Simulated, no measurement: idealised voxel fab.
This section sets out a process module, namely voxel lift off.
We display cut, a cross-section 235 nm in width whose square cells are each 5 nm.
Cross-section = grid of square cells, listed top down in bands; band = one or more rows. This entry defines a band. It first specifies the height of the band's top and the height of its bottom in nm, and then specifies the band's materials from left to right, stating each material with its width in nm. The word "full width" identifies a single material that fills the band from edge to edge, while the word "air" identifies empty space. The level at which height equals 0 is the one under which the wafer, as it arrives, is entirely one material. No lower edge exists for the bottom band, which continues downward and is notated as in "z 0 and below". With a width like "30 to 40", each row of cells in the band differs from the next by the same amount, the top row carrying the first number and the bottom row the second. The cross-section has no changed cell in any step marked "remains unaltered". Closed empty spaces (no open way to the top) of 8 cells or more are what "Completely enclosed voids" lists, each as width x height at distance from the left edge, nm for all three. Whatever follows a step's settings on its line is a remark the simulator itself makes about that step. overlay nm: mask right of planned place by this much (step with mask). Neg. = left.
Intended process steps
1) RECEIVE (material Si)
2) CONFORMAL_DEP (material SiN; thk nm 10)
3) PATTERN (tone open; mask id LINES; material resist; width nm 25; pitch nm 40; thk nm 30; overlay nm 0)
4) DIRECTIONAL_DEP (material Ru; thk nm 15)
5) STRIP (etch materials resist)
6) CONFORMAL_DEP (material SiCN; thk nm 10)
Cross-section: wafer on arrival = after step 1
- z 0 and below = Si full width
- Completely enclosed voids: none
Cross-sectional image of the first of two wafers at the end of the module, the run having proceeded as planned
- z 35 to 25 = 75 air  85 SiCN  75 air
- z 25 to 20 = 75 air  10 SiCN  25 Ru  15 SiCN  25 Ru  10 SiCN  75 air
- z 20 to 10 = 85 SiCN  25 Ru  15 SiCN  25 Ru  85 SiCN
- z 10 to 0 = SiN full width
- z 0 and below = Si full width
- Completely enclosed voids: none
Second wafer cross-section at end of module - shared start and plan with the first, one mistake in the run
- z 25 to 10 = 85 air  25 Ru  15 air  25 Ru  85 air
- z 10 to 0 = SiN full width
- z 0 and below = Si full width
- Completely enclosed voids: none
Finding, execution versus plan: step 6 of the plan was omitted and not executed
Final difference in cells, second wafer against first, listed per material as more or fewer: 115 fewer of SiCN
